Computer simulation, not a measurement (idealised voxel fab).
A process module follows: voxel fin reveal.
Shown is cross-section cut, with a width of 185 nm and square cells of size 5 nm.
Think of the cross-section as a grid of square cells. We describe it in bands, top to bottom, and each band covers one or more rows of those cells. The band entry comprises the height of the band's top followed by the height of its bottom, expressed in nm, and subsequently the band's materials from left to right, each stated together with its width in nm. Where a single material is marked with the word "everywhere", that material fills the band from edge to edge. The word "air" represents empty space. Zero point of the height axis is 0; under it, received wafer = one material. Lowest band: continues down indefinitely, "from 0 down". Quick explanation for "30 to 40": the width changes in equal steps down the rows of cells, from the first number in the band's top row to the second number in its bottom row. "no change occurred" means the step left every cell of the cross-section as it was. Heads up: "Cavities, closed" only lists the empty pockets with no open path to the top that are 8 cells or more, and it writes them as width x height at distance, distance from the left edge, in nm. Anything after a step's settings on that line? It's the simulator's own note about the step. The line of a step may include "overlay nm". On a step with a mask, this value is how far to the right of its planned place the mask lay. A negative value means the mask lay to the left.
# Below is the list of planned process steps
step 1: op RECEIVE | material Si
step 2: op CONFORMAL_DEP | material SiN | thk nm 5
step 3: op MASKED_ETCH | tone cover | mask id FINS | width nm 15 | pitch nm 45 | etch materials SiN | depth nm 5 | overlay nm 0
step 4: op MASKED_ETCH | tone cover | mask id FINS | width nm 15 | pitch nm 45 | etch materials Si | depth nm 40 | overlay nm 0
step 5: op OXIDIZE | depth nm 5
step 6: op FILL_DEP | material SiO2 | thk nm 5
step 7: op CMP | height nm 5
step 8: op SELECTIVE_ETCH | etch materials SiO2 | depth nm 25
step 9: op STRIP | etch materials SiN
# First of two wafers, with the run carried out as planned
# As-received state of the wafer in cross-section, equivalent to post-step 1
  from 0 down | Si everywhere
  Cavities, closed: none
# Sectional view: wafer, after step 2
  from 5 to 0 | SiN everywhere
  below 0: unchanged
# Sectional view: wafer, after step 3
  from 5 to 0 | air 15 nm | SiN 15 nm | air 30 nm | SiN 15 nm | air 30 nm | SiN 15 nm | air 30 nm | SiN 15 nm | air 20 nm
  below 0: unchanged
# Sectional view: wafer, after step 4
  from 5 to 0 | air 15 nm | SiN 15 nm | air 30 nm | SiN 15 nm | air 30 nm | SiN 15 nm | air 30 nm | SiN 15 nm | air 20 nm
  from 0 to -40 | air 15 nm | Si 15 nm | air 30 nm | Si 15 nm | air 30 nm | Si 15 nm | air 30 nm | Si 15 nm | air 20 nm
  below -40: unchanged
# Sectional view: wafer, after step 5
  from 5 to 0 | air 15 nm | SiN 15 nm | air 30 nm | SiN 15 nm | air 30 nm | SiN 15 nm | air 30 nm | SiN 15 nm | air 20 nm
  from 0 to -40 | air 15 nm | SiO2 5 nm | Si 5 nm | SiO2 5 nm | air 30 nm | SiO2 5 nm | Si 5 nm | SiO2 5 nm | air 30 nm | SiO2 5 nm | Si 5 nm | SiO2 5 nm | air 30 nm | SiO2 5 nm | Si 5 nm | SiO2 5 nm | air 20 nm
  from -40 to -45 | SiO2 20 nm | Si 5 nm | SiO2 40 nm | Si 5 nm | SiO2 40 nm | Si 5 nm | SiO2 40 nm | Si 5 nm | SiO2 25 nm
  below -45: unchanged
# Sectional view: wafer, after step 6
  from 10 to 5 | SiO2 everywhere
  from 5 to 0 | SiO2 15 nm | SiN 15 nm | SiO2 30 nm | SiN 15 nm | SiO2 30 nm | SiN 15 nm | SiO2 30 nm | SiN 15 nm | SiO2 20 nm
  from 0 to -45 | SiO2 20 nm | Si 5 nm | SiO2 40 nm | Si 5 nm | SiO2 40 nm | Si 5 nm | SiO2 40 nm | Si 5 nm | SiO2 25 nm
  below -45: unchanged
# Sectional view: wafer, after step 7
  from 5 to 0 | SiO2 15 nm | SiN 15 nm | SiO2 30 nm | SiN 15 nm | SiO2 30 nm | SiN 15 nm | SiO2 30 nm | SiN 15 nm | SiO2 20 nm
  below 0: unchanged
# Sectional view: wafer, after step 8
  from 5 to 0 | air 15 nm | SiN 15 nm | air 30 nm | SiN 15 nm | air 30 nm | SiN 15 nm | air 30 nm | SiN 15 nm | air 20 nm
  from 0 to -20 | air 20 nm | Si 5 nm | air 40 nm | Si 5 nm | air 40 nm | Si 5 nm | air 40 nm | Si 5 nm | air 25 nm
  below -20: unchanged
# Sectional view: wafer, after step 9
  from 0 to -20 | air 20 nm | Si 5 nm | air 40 nm | Si 5 nm | air 40 nm | Si 5 nm | air 40 nm | Si 5 nm | air 25 nm
  below -20: unchanged
# second wafer: like start, like plan, one mistake. Through step 3 it matches the first wafer
# Second wafer, section view, time point: scheduled end of step 4
  from 5 to 0 | air 15 nm | SiN 15 nm | air 30 nm | SiN 15 nm | air 30 nm | SiN 15 nm | air 30 nm | SiN 15 nm | air 20 nm
  from 0 to -45 | air 15 nm | Si 15 nm | air 30 nm | Si 15 nm | air 30 nm | Si 15 nm | air 30 nm | Si 15 nm | air 20 nm
  below -45: unchanged
# Second wafer, section view, time point: scheduled end of step 5
  from 5 to 0 | air 15 nm | SiN 15 nm | air 30 nm | SiN 15 nm | air 30 nm | SiN 15 nm | air 30 nm | SiN 15 nm | air 20 nm
  from 0 to -45 | air 15 nm | SiO2 5 nm | Si 5 nm | SiO2 5 nm | air 30 nm | SiO2 5 nm | Si 5 nm | SiO2 5 nm | air 30 nm | SiO2 5 nm | Si 5 nm | SiO2 5 nm | air 30 nm | SiO2 5 nm | Si 5 nm | SiO2 5 nm | air 20 nm
  from -45 to -50 | SiO2 20 nm | Si 5 nm | SiO2 40 nm | Si 5 nm | SiO2 40 nm | Si 5 nm | SiO2 40 nm | Si 5 nm | SiO2 25 nm
  below -50: unchanged
# Second wafer, section view, time point: scheduled end of step 6
  from 10 to 5 | SiO2 everywhere
  from 5 to 0 | SiO2 15 nm | SiN 15 nm | SiO2 30 nm | SiN 15 nm | SiO2 30 nm | SiN 15 nm | SiO2 30 nm | SiN 15 nm | SiO2 20 nm
  from 0 to -50 | SiO2 20 nm | Si 5 nm | SiO2 40 nm | Si 5 nm | SiO2 40 nm | Si 5 nm | SiO2 40 nm | Si 5 nm | SiO2 25 nm
  below -50: unchanged
# Second wafer, section view, time point: scheduled end of step 7
  from 5 to 0 | SiO2 15 nm | SiN 15 nm | SiO2 30 nm | SiN 15 nm | SiO2 30 nm | SiN 15 nm | SiO2 30 nm | SiN 15 nm | SiO2 20 nm
  below 0: unchanged
# Second wafer, section view, time point: scheduled end of step 8
  from 5 to 0 | air 15 nm | SiN 15 nm | air 30 nm | SiN 15 nm | air 30 nm | SiN 15 nm | air 30 nm | SiN 15 nm | air 20 nm
  from 0 to -20 | air 20 nm | Si 5 nm | air 40 nm | Si 5 nm | air 40 nm | Si 5 nm | air 40 nm | Si 5 nm | air 25 nm
  below -20: unchanged
# Second wafer, section view, time point: scheduled end of step 9
  from 0 to -20 | air 20 nm | Si 5 nm | air 40 nm | Si 5 nm | air 40 nm | Si 5 nm | air 40 nm | Si 5 nm | air 25 nm
  below -20: unchanged
Diagnosis: step 4 changed vs plan, executed as op MASKED_ETCH | tone cover | mask id FINS | width nm 15 | pitch nm 45 | etch materials Si | depth nm 45 | overlay nm 0
Final tally in cells, some materials are higher or lower on the second wafer than on the first: Si: 33 fewer, SiO2: 33 more
